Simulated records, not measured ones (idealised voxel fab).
Name of the process module below: voxel self aligned vias
It is cross-section cut that appears here, measuring 165 nm in width, its square cells being 5 nm in size.
Format of a cross-section: grid, square cells. Given as bands. Order: top down. Band: one or more rows of cells. Heights first: top, then bottom, in nm. Then materials, left to right, each with a width in nm. "everywhere" on a single material: fills the band edge to edge. "blank": empty space. It should be noted that heights are counted from 0, beneath which the wafer as supplied is of one material throughout, and that the lowest band possesses no lower boundary but continues downward, as written in "0 -> down". The expression "30->40" gives the width at the extremes of the band, the first number at its top row of cells and the second at its bottom row, with the width changing by equal amounts from each row to the next in between. It should be understood that the words "same as before", when stated for a given step, signify that the cross-section underwent no change in any of its cells during that step. Enclosed voids (no open way to top), threshold 8 cells or more, entry "Enclosed cavities", notation width x height at distance, distance from left edge, nm. If you see something after the settings on a step's line, that's the simulator's own remark about that step. The optional step-line setting "overlay nm" applies to steps with a mask and quantifies how far to the right of its planned location the mask lay, a negative value indicating leftward placement.
Listed below are the process steps as planned:
1. RECEIVE with material Si
2. CONFORMAL_DEP with material SiO2, thk nm 15
3. CONFORMAL_DEP with material SiCN, thk nm 5
4. DIRECTIONAL_DEP with material lowk, thk nm 20
5. PATTERN with tone open, mask id LINES, material resist, width nm 20, pitch nm 60, thk nm 15, overlay nm 0
6. DIRECTIONAL_ETCH with etch materials lowk, depth nm 20
7. STRIP with etch materials resist
8. CONFORMAL_DEP with material TiN, thk nm 5
9. FILL_DEP with material Ru, thk nm 10
10. CMP with height nm 40
11. SELECTIVE_ETCH with etch materials W Ru TiN, depth nm 5
12. FILL_DEP with material SiN, thk nm 10
13. CMP with height nm 40
14. DIRECTIONAL_DEP with material lowk, thk nm 20
15. MASKED_ETCH with tone open, mask id VIAS, width nm 40, etch materials lowk, depth nm 20, overlay nm 0
16. MASKED_ETCH with tone open, mask id VIAS, width nm 40, etch materials SiN, depth nm 5, overlay nm 0
17. CONFORMAL_DEP with material TiN, thk nm 5
18. FILL_DEP with material W, thk nm 10
19. CMP with height nm 60
20. CONFORMAL_DEP with material SiCN, thk nm 5
The first of a set of two wafers, run to plan:
Cross-section of the wafer as it came to us, i.e., already through step 1:
0 -> down: Si everywhere
Enclosed cavities: none
After step 2: wafer cross-section:
15 -> 0: SiO2 everywhere
below 0: unchanged
After step 3: wafer cross-section:
20 -> 15: SiCN everywhere
below 15: unchanged
After step 4: wafer cross-section:
40 -> 20: lowk everywhere
below 20: unchanged
After step 5: wafer cross-section:
55 -> 40: resist 40 nm  blank 20 nm  resist 40 nm  blank 20 nm  resist 45 nm
below 40: unchanged
After step 6: wafer cross-section:
55 -> 40: resist 40 nm  blank 20 nm  resist 40 nm  blank 20 nm  resist 45 nm
40 -> 20: lowk 40 nm  blank 20 nm  lowk 40 nm  blank 20 nm  lowk 45 nm
below 20: unchanged
After step 7: wafer cross-section:
40 -> 20: lowk 40 nm  blank 20 nm  lowk 40 nm  blank 20 nm  lowk 45 nm
below 20: unchanged
After step 8: wafer cross-section:
45 -> 40: TiN 45 nm  blank 10 nm  TiN 50 nm  blank 10 nm  TiN 50 nm
40 -> 25: lowk 40 nm  TiN 5 nm  blank 10 nm  TiN 5 nm  lowk 40 nm  TiN 5 nm  blank 10 nm  TiN 5 nm  lowk 45 nm
25 -> 20: lowk 40 nm  TiN 20 nm  lowk 40 nm  TiN 20 nm  lowk 45 nm
below 20: unchanged
After step 9: wafer cross-section:
55 -> 45: Ru everywhere
45 -> 40: TiN 45 nm  Ru 10 nm  TiN 50 nm  Ru 10 nm  TiN 50 nm
40 -> 25: lowk 40 nm  TiN 5 nm  Ru 10 nm  TiN 5 nm  lowk 40 nm  TiN 5 nm  Ru 10 nm  TiN 5 nm  lowk 45 nm
below 25: unchanged
After step 10: wafer cross-section:
40 -> 25: lowk 40 nm  TiN 5 nm  Ru 10 nm  TiN 5 nm  lowk 40 nm  TiN 5 nm  Ru 10 nm  TiN 5 nm  lowk 45 nm
below 25: unchanged
After step 11: wafer cross-section:
40 -> 35: lowk 40 nm  blank 20 nm  lowk 40 nm  blank 20 nm  lowk 45 nm
below 35: unchanged
After step 12: wafer cross-section:
50 -> 40: SiN everywhere
40 -> 35: lowk 40 nm  SiN 20 nm  lowk 40 nm  SiN 20 nm  lowk 45 nm
below 35: unchanged
After step 13: wafer cross-section:
40 -> 35: lowk 40 nm  SiN 20 nm  lowk 40 nm  SiN 20 nm  lowk 45 nm
below 35: unchanged
After step 14: wafer cross-section:
60 -> 40: lowk everywhere
below 40: unchanged
After step 15: wafer cross-section:
60 -> 40: lowk 30 nm  blank 40 nm  lowk 95 nm
below 40: unchanged
After step 16: wafer cross-section:
60 -> 40: lowk 30 nm  blank 40 nm  lowk 95 nm
40 -> 35: lowk 40 nm  blank 20 nm  lowk 40 nm  SiN 20 nm  lowk 45 nm
below 35: unchanged
After step 17: wafer cross-section:
65 -> 60: TiN 35 nm  blank 30 nm  TiN 100 nm
60 -> 45: lowk 30 nm  TiN 5 nm  blank 30 nm  TiN 5 nm  lowk 95 nm
45 -> 40: lowk 30 nm  TiN 15 nm  blank 10 nm  TiN 15 nm  lowk 95 nm
40 -> 35: lowk 40 nm  TiN 20 nm  lowk 40 nm  SiN 20 nm  lowk 45 nm
below 35: unchanged
After step 18: wafer cross-section:
75 -> 65: W everywhere
65 -> 60: TiN 35 nm  W 30 nm  TiN 100 nm
60 -> 45: lowk 30 nm  TiN 5 nm  W 30 nm  TiN 5 nm  lowk 95 nm
45 -> 40: lowk 30 nm  TiN 15 nm  W 10 nm  TiN 15 nm  lowk 95 nm
below 40: unchanged
After step 19: wafer cross-section:
60 -> 45: lowk 30 nm  TiN 5 nm  W 30 nm  TiN 5 nm  lowk 95 nm
below 45: unchanged
After step 20: wafer cross-section:
65 -> 60: SiCN everywhere
below 60: unchanged
It is to be noted that the second wafer proceeded from the same initial state and according to the same plan as the first, although one mistake was committed in its execution; through step 1, inclusive, the two wafers share an identical history:
Cross-section: second wafer, time at which step 2 was scheduled to end: same as before
Cross-section: second wafer, time at which step 3 was scheduled to end:
5 -> 0: SiCN everywhere
below 0: unchanged
Cross-section: second wafer, time at which step 4 was scheduled to end:
25 -> 5: lowk everywhere
below 5: unchanged
Cross-section: second wafer, time at which step 5 was scheduled to end:
40 -> 25: resist 40 nm  blank 20 nm  resist 40 nm  blank 20 nm  resist 45 nm
below 25: unchanged
Cross-section: second wafer, time at which step 6 was scheduled to end:
40 -> 25: resist 40 nm  blank 20 nm  resist 40 nm  blank 20 nm  resist 45 nm
25 -> 5: lowk 40 nm  blank 20 nm  lowk 40 nm  blank 20 nm  lowk 45 nm
below 5: unchanged
Cross-section: second wafer, time at which step 7 was scheduled to end:
25 -> 5: lowk 40 nm  blank 20 nm  lowk 40 nm  blank 20 nm  lowk 45 nm
below 5: unchanged
Cross-section: second wafer, time at which step 8 was scheduled to end:
30 -> 25: TiN 45 nm  blank 10 nm  TiN 50 nm  blank 10 nm  TiN 50 nm
25 -> 10: lowk 40 nm  TiN 5 nm  blank 10 nm  TiN 5 nm  lowk 40 nm  TiN 5 nm  blank 10 nm  TiN 5 nm  lowk 45 nm
10 -> 5: lowk 40 nm  TiN 20 nm  lowk 40 nm  TiN 20 nm  lowk 45 nm
below 5: unchanged
Cross-section: second wafer, time at which step 9 was scheduled to end:
40 -> 30: Ru everywhere
30 -> 25: TiN 45 nm  Ru 10 nm  TiN 50 nm  Ru 10 nm  TiN 50 nm
25 -> 10: lowk 40 nm  TiN 5 nm  Ru 10 nm  TiN 5 nm  lowk 40 nm  TiN 5 nm  Ru 10 nm  TiN 5 nm  lowk 45 nm
below 10: unchanged
Cross-section: second wafer, time at which step 10 was scheduled to end: same as before
Cross-section: second wafer, time at which step 11 was scheduled to end:
35 -> 30: Ru everywhere
below 30: unchanged
Cross-section: second wafer, time at which step 12 was scheduled to end:
45 -> 35: SiN everywhere
below 35: unchanged
Cross-section: second wafer, time at which step 13 was scheduled to end:
40 -> 35: SiN everywhere
below 35: unchanged
Cross-section: second wafer, time at which step 14 was scheduled to end:
60 -> 40: lowk everywhere
below 40: unchanged
Cross-section: second wafer, time at which step 15 was scheduled to end:
60 -> 40: lowk 30 nm  blank 40 nm  lowk 95 nm
below 40: unchanged
Cross-section: second wafer, time at which step 16 was scheduled to end:
60 -> 40: lowk 30 nm  blank 40 nm  lowk 95 nm
40 -> 35: SiN 30 nm  blank 40 nm  SiN 95 nm
below 35: unchanged
Cross-section: second wafer, time at which step 17 was scheduled to end:
65 -> 60: TiN 35 nm  blank 30 nm  TiN 100 nm
60 -> 40: lowk 30 nm  TiN 5 nm  blank 30 nm  TiN 5 nm  lowk 95 nm
40 -> 35: SiN 30 nm  TiN 40 nm  SiN 95 nm
below 35: unchanged
Cross-section: second wafer, time at which step 18 was scheduled to end:
75 -> 65: W everywhere
65 -> 60: TiN 35 nm  W 30 nm  TiN 100 nm
60 -> 40: lowk 30 nm  TiN 5 nm  W 30 nm  TiN 5 nm  lowk 95 nm
below 40: unchanged
Cross-section: second wafer, time at which step 19 was scheduled to end:
60 -> 40: lowk 30 nm  TiN 5 nm  W 30 nm  TiN 5 nm  lowk 95 nm
below 40: unchanged
Cross-section: second wafer, time at which step 20 was scheduled to end:
65 -> 60: SiCN everywhere
below 60: unchanged
So what did we get wrong on this run? step 2 of the plan was bypassed and not carried out
Cell-count delta at end, second wafer over first, by material: +41 Ru; +21 SiN; -99 SiO2; +33 TiN; +4 W
